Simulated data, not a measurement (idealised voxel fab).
process module | voxel gate over fins
cross-section cut | 195 nm wide | cells 5 nm
A cross-section is a grid of square cells, given in bands from the top down. A band is one or more rows of cells.
Each band's line starts with the height of the band's top and of its bottom, in nm. Then come its materials from left to right, each with its width in nm. One material with "throughout" fills the band from edge to edge. "air" is empty space.
Height 0 is the level under which the wafer as received is all one material. The lowest band goes on downwards, as in "0 down".
A width such as "30 to 40" changes by the same amount from each row of cells to the next, from the band's top row to its bottom row.
"no change" after a step means that no cell of the cross-section changed.
closed voids: empty space of 8 cells or more with no open way to the top, each as width x height at its distance from the left edge, in nm
after a step's settings: what the simulator itself notes on the step
overlay nm, on a step with a mask: how far to the right of its planned place the mask lay; to the left if negative
plan
1 op RECEIVE | material Si
2 op CONFORMAL_DEP | material SiN | thk nm 5
3 op MASKED_ETCH | tone cover | mask id FINS | width nm 15 | pitch nm 55 | etch materials SiN | depth nm 5 | overlay nm 0
4 op MASKED_ETCH | tone cover | mask id FINS | width nm 15 | pitch nm 55 | etch materials Si | depth nm 35 | overlay nm 0
5 op FILL_DEP | material SiO2 | thk nm 15
6 op CMP | height nm 5
7 op DIRECTIONAL_DEP | material aC | thk nm 15
8 op PATTERN | tone open | mask id RAIL | material resist | width nm 15 | thk nm 30 | overlay nm 0
9 op DIRECTIONAL_ETCH | etch materials aC | depth nm 15
10 op STRIP | etch materials resist
11 op DIRECTIONAL_ETCH | etch materials SiO2 | depth nm 35
12 op STRIP | etch materials aC
13 op CONFORMAL_DEP | material TiN | thk nm 5
14 op FILL_DEP | material W | thk nm 5
15 op CMP | height nm 5
16 op SELECTIVE_ETCH | etch materials W Ru TiN | depth nm 20
17 op FILL_DEP | material SiO2 | thk nm 5
18 op CMP | height nm 5
19 op SELECTIVE_ETCH | etch materials SiO2 | depth nm 15
20 op STRIP | etch materials SiN
21 op CONFORMAL_DEP | material HfO2 | thk nm 5
22 op CONFORMAL_DEP | material TiN | thk nm 5
23 op FILL_DEP | material W | thk nm 15
24 op CMP | height nm 20
25 op CONFORMAL_DEP | material SiCN | thk nm 5
first wafer, as planned
as received, after step 1
  0 down: Si throughout
  closed voids: none
after step 2
  5 to 0: SiN throughout
  below 0: unchanged
after step 3
  5 to 0: air 35 | SiN 15 | air 40 | SiN 15 | air 40 | SiN 15 | air 35
  below 0: unchanged
after step 4
  5 to 0: air 35 | SiN 15 | air 40 | SiN 15 | air 40 | SiN 15 | air 35
  0 to -35: air 35 | Si 15 | air 40 | Si 15 | air 40 | Si 15 | air 35
  below -35: unchanged
after step 5
  20 to 5: SiO2 throughout
  5 to 0: SiO2 35 | SiN 15 | SiO2 40 | SiN 15 | SiO2 40 | SiN 15 | SiO2 35
  0 to -35: SiO2 35 | Si 15 | SiO2 40 | Si 15 | SiO2 40 | Si 15 | SiO2 35
  below -35: unchanged
after step 6
  5 to 0: SiO2 35 | SiN 15 | SiO2 40 | SiN 15 | SiO2 40 | SiN 15 | SiO2 35
  below 0: unchanged
after step 7
  20 to 5: aC throughout
  below 5: unchanged
after step 8
  50 to 20: resist 60 | air 15 | resist 120
  below 20: unchanged
after step 9
  35 to 20: resist 60 | air 15 | resist 120
  20 to 5: aC 60 | air 15 | aC 120
  below 5: unchanged
after step 10
  20 to 5: aC 60 | air 15 | aC 120
  below 5: unchanged
after step 11
  20 to 5: aC 60 | air 15 | aC 120
  5 to 0: SiO2 35 | SiN 15 | SiO2 10 | air 15 | SiO2 15 | SiN 15 | SiO2 40 | SiN 15 | SiO2 35
  0 to -30: SiO2 35 | Si 15 | SiO2 10 | air 15 | SiO2 15 | Si 15 | SiO2 40 | Si 15 | SiO2 35
  below -30: unchanged
after step 12
  5 to 0: SiO2 35 | SiN 15 | SiO2 10 | air 15 | SiO2 15 | SiN 15 | SiO2 40 | SiN 15 | SiO2 35
  below 0: unchanged
after step 13
  10 to 5: TiN 65 | air 5 | TiN 125
  5 to 0: SiO2 35 | SiN 15 | SiO2 10 | TiN 5 | air 5 | TiN 5 | SiO2 15 | SiN 15 | SiO2 40 | SiN 15 | SiO2 35
  0 to -25: SiO2 35 | Si 15 | SiO2 10 | TiN 5 | air 5 | TiN 5 | SiO2 15 | Si 15 | SiO2 40 | Si 15 | SiO2 35
  -25 to -30: SiO2 35 | Si 15 | SiO2 10 | TiN 15 | SiO2 15 | Si 15 | SiO2 40 | Si 15 | SiO2 35
  below -30: unchanged
after step 14
  15 to 10: W throughout
  10 to 5: TiN 65 | W 5 | TiN 125
  5 to 0: SiO2 35 | SiN 15 | SiO2 10 | TiN 5 | W 5 | TiN 5 | SiO2 15 | SiN 15 | SiO2 40 | SiN 15 | SiO2 35
  0 to -25: SiO2 35 | Si 15 | SiO2 10 | TiN 5 | W 5 | TiN 5 | SiO2 15 | Si 15 | SiO2 40 | Si 15 | SiO2 35
  below -25: unchanged
after step 15
  5 to 0: SiO2 35 | SiN 15 | SiO2 10 | TiN 5 | W 5 | TiN 5 | SiO2 15 | SiN 15 | SiO2 40 | SiN 15 | SiO2 35
  below 0: unchanged
after step 16
  5 to 0: SiO2 35 | SiN 15 | SiO2 10 | air 15 | SiO2 15 | SiN 15 | SiO2 40 | SiN 15 | SiO2 35
  0 to -15: SiO2 35 | Si 15 | SiO2 10 | air 15 | SiO2 15 | Si 15 | SiO2 40 | Si 15 | SiO2 35
  below -15: unchanged
after step 17
  10 to 5: SiO2 throughout
  5 to 0: SiO2 35 | SiN 15 | SiO2 40 | SiN 15 | SiO2 40 | SiN 15 | SiO2 35
  0 to -15: SiO2 35 | Si 15 | SiO2 40 | Si 15 | SiO2 40 | Si 15 | SiO2 35
  below -15: unchanged
after step 18
  5 to 0: SiO2 35 | SiN 15 | SiO2 40 | SiN 15 | SiO2 40 | SiN 15 | SiO2 35
  below 0: unchanged
after step 19
  5 to 0: air 35 | SiN 15 | air 40 | SiN 15 | air 40 | SiN 15 | air 35
  0 to -10: air 35 | Si 15 | air 40 | Si 15 | air 40 | Si 15 | air 35
  below -10: unchanged
after step 20
  0 to -10: air 35 | Si 15 | air 40 | Si 15 | air 40 | Si 15 | air 35
  below -10: unchanged
after step 21
  5 to 0: air 30 | HfO2 25 | air 30 | HfO2 25 | air 30 | HfO2 25 | air 30
  0 to -5: air 30 | HfO2 5 | Si 15 | HfO2 5 | air 30 | HfO2 5 | Si 15 | HfO2 5 | air 30 | HfO2 5 | Si 15 | HfO2 5 | air 30
  -5 to -10: HfO2 35 | Si 15 | HfO2 40 | Si 15 | HfO2 40 | Si 15 | HfO2 35
  below -10: unchanged
after step 22
  10 to 5: air 25 | TiN 35 | air 20 | TiN 35 | air 20 | TiN 35 | air 25
  5 to 0: air 25 | TiN 5 | HfO2 25 | TiN 5 | air 20 | TiN 5 | HfO2 25 | TiN 5 | air 20 | TiN 5 | HfO2 25 | TiN 5 | air 25
  0 to -5: TiN 30 | HfO2 5 | Si 15 | HfO2 5 | TiN 30 | HfO2 5 | Si 15 | HfO2 5 | TiN 30 | HfO2 5 | Si 15 | HfO2 5 | TiN 30
  below -5: unchanged
after step 23
  25 to 10: W throughout
  10 to 5: W 25 | TiN 35 | W 20 | TiN 35 | W 20 | TiN 35 | W 25
  5 to 0: W 25 | TiN 5 | HfO2 25 | TiN 5 | W 20 | TiN 5 | HfO2 25 | TiN 5 | W 20 | TiN 5 | HfO2 25 | TiN 5 | W 25
  below 0: unchanged
after step 24
  20 to 10: W throughout
  below 10: unchanged
after step 25
  25 to 20: SiCN throughout
  below 20: unchanged
second wafer: like start, like plan, one mistake. Through step 7 it matches the first wafer
when step 8 should have ended
  50 to 20: air 60 | resist 15 | air 120
  below 20: unchanged
when step 9 should have ended
  35 to 20: air 60 | resist 15 | air 120
  20 to 5: air 60 | aC 15 | air 120
  below 5: unchanged
when step 10 should have ended
  20 to 5: air 60 | aC 15 | air 120
  below 5: unchanged
when step 11 should have ended
  20 to 5: air 60 | aC 15 | air 120
  5 to 0: air 35 | SiN 15 | air 10 | SiO2 15 | air 15 | SiN 15 | air 40 | SiN 15 | air 35
  0 to -30: air 35 | Si 15 | air 10 | SiO2 15 | air 15 | Si 15 | air 40 | Si 15 | air 35
  below -30: unchanged
when step 12 should have ended
  5 to 0: air 35 | SiN 15 | air 10 | SiO2 15 | air 15 | SiN 15 | air 40 | SiN 15 | air 35
  below 0: unchanged
when step 13 should have ended
  10 to 5: air 30 | TiN 50 | air 5 | TiN 25 | air 30 | TiN 25 | air 30
  5 to 0: air 30 | TiN 5 | SiN 15 | TiN 10 | SiO2 15 | TiN 5 | air 5 | TiN 5 | SiN 15 | TiN 5 | air 30 | TiN 5 | SiN 15 | TiN 5 | air 30
  0 to -25: air 30 | TiN 5 | Si 15 | TiN 10 | SiO2 15 | TiN 5 | air 5 | TiN 5 | Si 15 | TiN 5 | air 30 | TiN 5 | Si 15 | TiN 5 | air 30
  -25 to -30: TiN 35 | Si 15 | TiN 10 | SiO2 15 | TiN 15 | Si 15 | TiN 40 | Si 15 | TiN 35
  below -30: unchanged
when step 14 should have ended
  15 to 10: W throughout
  10 to 5: W 30 | TiN 50 | W 5 | TiN 25 | W 30 | TiN 25 | W 30
  5 to 0: W 30 | TiN 5 | SiN 15 | TiN 10 | SiO2 15 | TiN 5 | W 5 | TiN 5 | SiN 15 | TiN 5 | W 30 | TiN 5 | SiN 15 | TiN 5 | W 30
  0 to -25: W 30 | TiN 5 | Si 15 | TiN 10 | SiO2 15 | TiN 5 | W 5 | TiN 5 | Si 15 | TiN 5 | W 30 | TiN 5 | Si 15 | TiN 5 | W 30
  below -25: unchanged
when step 15 should have ended
  5 to 0: W 30 | TiN 5 | SiN 15 | TiN 10 | SiO2 15 | TiN 5 | W 5 | TiN 5 | SiN 15 | TiN 5 | W 30 | TiN 5 | SiN 15 | TiN 5 | W 30
  below 0: unchanged
when step 16 should have ended
  5 to 0: air 35 | SiN 15 | air 10 | SiO2 15 | air 15 | SiN 15 | air 40 | SiN 15 | air 35
  0 to -15: air 35 | Si 15 | air 10 | SiO2 15 | air 15 | Si 15 | air 40 | Si 15 | air 35
  below -15: unchanged
when step 17 should have ended
  10 to 5: SiO2 throughout
  5 to 0: SiO2 35 | SiN 15 | SiO2 40 | SiN 15 | SiO2 40 | SiN 15 | SiO2 35
  0 to -15: SiO2 35 | Si 15 | SiO2 40 | Si 15 | SiO2 40 | Si 15 | SiO2 35
  below -15: unchanged
when step 18 should have ended
  5 to 0: SiO2 35 | SiN 15 | SiO2 40 | SiN 15 | SiO2 40 | SiN 15 | SiO2 35
  below 0: unchanged
when step 19 should have ended
  5 to 0: air 35 | SiN 15 | air 40 | SiN 15 | air 40 | SiN 15 | air 35
  0 to -10: air 35 | Si 15 | air 40 | Si 15 | air 40 | Si 15 | air 35
  below -10: unchanged
when step 20 should have ended
  0 to -10: air 35 | Si 15 | air 40 | Si 15 | air 40 | Si 15 | air 35
  below -10: unchanged
when step 21 should have ended
  5 to 0: air 30 | HfO2 25 | air 30 | HfO2 25 | air 30 | HfO2 25 | air 30
  0 to -5: air 30 | HfO2 5 | Si 15 | HfO2 5 | air 30 | HfO2 5 | Si 15 | HfO2 5 | air 30 | HfO2 5 | Si 15 | HfO2 5 | air 30
  -5 to -10: HfO2 35 | Si 15 | HfO2 40 | Si 15 | HfO2 40 | Si 15 | HfO2 35
  below -10: unchanged
when step 22 should have ended
  10 to 5: air 25 | TiN 35 | air 20 | TiN 35 | air 20 | TiN 35 | air 25
  5 to 0: air 25 | TiN 5 | HfO2 25 | TiN 5 | air 20 | TiN 5 | HfO2 25 | TiN 5 | air 20 | TiN 5 | HfO2 25 | TiN 5 | air 25
  0 to -5: TiN 30 | HfO2 5 | Si 15 | HfO2 5 | TiN 30 | HfO2 5 | Si 15 | HfO2 5 | TiN 30 | HfO2 5 | Si 15 | HfO2 5 | TiN 30
  below -5: unchanged
when step 23 should have ended
  25 to 10: W throughout
  10 to 5: W 25 | TiN 35 | W 20 | TiN 35 | W 20 | TiN 35 | W 25
  5 to 0: W 25 | TiN 5 | HfO2 25 | TiN 5 | W 20 | TiN 5 | HfO2 25 | TiN 5 | W 20 | TiN 5 | HfO2 25 | TiN 5 | W 25
  below 0: unchanged
when step 24 should have ended
  20 to 10: W throughout
  below 10: unchanged
when step 25 should have ended
  25 to 20: SiCN throughout
  below 20: unchanged
what went wrong: step 8 ran as: op PATTERN | tone cover | mask id RAIL | material resist | width nm 15 | thk nm 30 | overlay nm 0
at the end the second wafer has, in cells: 72 fewer of SiO2 | 36 more of TiN | 36 more of W
